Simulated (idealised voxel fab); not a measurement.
process module | voxel self aligned vias
cross-section cut | 250 nm wide | cells 5 nm
A cross-section is a grid of square cells, given in bands from the top down. A band is one or more rows of cells.
Each band's line starts with the height of the band's top and of its bottom, in nm. Then come its materials from left to right, each with its width in nm. One material with "throughout" fills the band from edge to edge. "air" is empty space.
Height 0 is the level under which the wafer as received is all one material. The lowest band goes on downwards, as in "0 down".
A width such as "30 to 40" changes by the same amount from each row of cells to the next, from the band's top row to its bottom row.
"no change" after a step means that no cell of the cross-section changed.
closed voids: empty space of 8 cells or more with no open way to the top, each as width x height at its distance from the left edge, in nm
after a step's settings: what the simulator itself notes on the step
overlay nm, on a step with a mask: how far to the right of its planned place the mask lay; to the left if negative
plan
1 op RECEIVE | material Si
2 op CONFORMAL_DEP | material SiO2 | thk nm 15
3 op CONFORMAL_DEP | material SiCN | thk nm 5
4 op DIRECTIONAL_DEP | material lowk | thk nm 25
5 op PATTERN | tone open | mask id LINES | material resist | width nm 20 | pitch nm 55 | thk nm 20 | overlay nm 0
6 op DIRECTIONAL_ETCH | etch materials lowk | depth nm 25
7 op STRIP | etch materials resist
8 op CONFORMAL_DEP | material TiN | thk nm 5
9 op FILL_DEP | material W | thk nm 5
10 op CMP | height nm 45
11 op SELECTIVE_ETCH | etch materials W Ru TiN | depth nm 5
12 op FILL_DEP | material SiN | thk nm 10
13 op CMP | height nm 45
14 op DIRECTIONAL_DEP | material lowk | thk nm 20
15 op DIRECTIONAL_DEP | material aC | thk nm 10
16 op PATTERN | tone open | mask id VIAS | material resist | width nm 40 | pitch nm 55 | thk nm 25 | overlay nm 0
17 op DIRECTIONAL_ETCH | etch materials aC | depth nm 10
18 op STRIP | etch materials resist
19 op DIRECTIONAL_ETCH | etch materials lowk | depth nm 20
20 op DIRECTIONAL_ETCH | etch materials SiN | depth nm 5
21 op STRIP | etch materials aC
22 op CONFORMAL_DEP | material TiN | thk nm 5
23 op FILL_DEP | material Ru | thk nm 10
24 op CMP | height nm 65
25 op CONFORMAL_DEP | material SiCN | thk nm 5
as received, after step 1
  0 down: Si throughout
  closed voids: none
a wafer at the end: this start, this plan, one mistake
  70 to 65: SiCN throughout
  65 to 50: lowk 50 | TiN 5 | Ru 30 | TiN 5 | lowk 15 | TiN 5 | Ru 30 | TiN 5 | lowk 15 | TiN 5 | Ru 30 | TiN 5 | lowk 50
  50 to 45: lowk 50 | TiN 40 | lowk 15 | TiN 40 | lowk 15 | TiN 40 | lowk 50
  45 to 40: SiCN throughout
  40 to 15: lowk throughout
  15 to 0: SiO2 throughout
  0 down: Si throughout
  closed voids: none
what went wrong: steps 3 and 4 were swapped
